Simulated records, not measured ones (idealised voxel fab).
You're looking at the process module voxel plated lines.
In the cross-section labelled cut, the width is 265 nm and each square cell is 5 nm.
When this document writes out a cross-section, it uses a grid of square cells and lists it as bands, beginning at the top and moving down, with a band standing for one or more rows of cells.
The band entry comprises the height of the band's top followed by the height of its bottom, expressed in nm, and subsequently the band's materials from left to right, each stated together with its width in nm. Where a single material is marked with the word "edge to edge", that material fills the band from edge to edge. The word "empty" represents empty space.
Heights are measured from 0, the level below which the as-received wafer is all one material; the lowest band has no bottom and continues downward, written as in "z 0 and below".
A width given as "30..40" starts at the first number in the band's top row and ends at the second number in its bottom row, shifting by an equal amount at every step from row to row.
Basically "remains unaltered" means that step didn't change any cell in the cross-section.
"Enclosed internal voids" means: voids of 8 cells or more that are shut off from the top with no open way through. Written width x height at distance, distance from the left edge, in nm.
Anything after a step's settings on that line? It's the simulator's own note about the step.
overlay nm: where the mask lay relative to plan, measured to the right, on steps with a mask; negatives go left.

These are the steps we planned for the process:
1) RECEIVE | material Si
2) CONFORMAL_DEP | material Al2O3 | thk nm 10
3) DIRECTIONAL_DEP | material TiN | thk nm 5
4) PATTERN | tone open | mask id LINES | material resist | width nm 15 | pitch nm 35 | thk nm 20 | overlay nm 0
5) EPI | material Ru | thk nm 5
6) STRIP | etch materials resist
7) DIRECTIONAL_ETCH | etch materials TiN | depth nm 5
8) CONFORMAL_DEP | material SiN | thk nm 10
Variable across wafers: step 3 thk nm (plan value is that of the first wafer; starting state common to all).

Cross-section, first of several wafers, as delivered after step 1:
> z 0 and below: Si edge to edge
> Enclosed internal voids: none

First of several wafers: cross-section at the end of the module, after step 8, its last step:
> z 30 to 20: 80 nm empty, 105 nm SiN, 80 nm empty
> z 20 to 15: 90 nm SiN, 15 nm Ru, 20 nm SiN, 15 nm Ru, 20 nm SiN, 15 nm Ru, 90 nm SiN
> z 15 to 10: 90 nm SiN, 15 nm TiN, 20 nm SiN, 15 nm TiN, 20 nm SiN, 15 nm TiN, 90 nm SiN
> z 10 to 0: Al2O3 edge to edge
> z 0 and below: Si edge to edge
> Enclosed internal voids: none

Cross-section, module end, final of several wafers:
> z 45 to 35: 80 nm empty, 105 nm SiN, 80 nm empty
> z 35 to 30: 90 nm SiN, 15 nm Ru, 20 nm SiN, 15 nm Ru, 20 nm SiN, 15 nm Ru, 90 nm SiN
> z 30 to 25: 90 nm SiN, 15 nm TiN, 20 nm SiN, 15 nm TiN, 20 nm SiN, 15 nm TiN, 90 nm SiN
> z 25 to 10: TiN edge to edge
> z 10 to 0: Al2O3 edge to edge
> z 0 and below: Si edge to edge
> Enclosed internal voids: none

Where each wafer stands at the end of the module, a row apiece: cells of each material gained (+) or lost (-) since it was received, then closed voids:
thk nm 5 | +106 Al2O3 | +9 Ru | +130 SiN | +9 TiN | Enclosed internal voids: none
thk nm 10 | +106 Al2O3 | +9 Ru | +130 SiN | +62 TiN | Enclosed internal voids: none
thk nm 15 | +106 Al2O3 | +9 Ru | +130 SiN | +115 TiN | Enclosed internal voids: none
thk nm 20 | +106 Al2O3 | +9 Ru | +130 SiN | +168 TiN | Enclosed internal voids: none
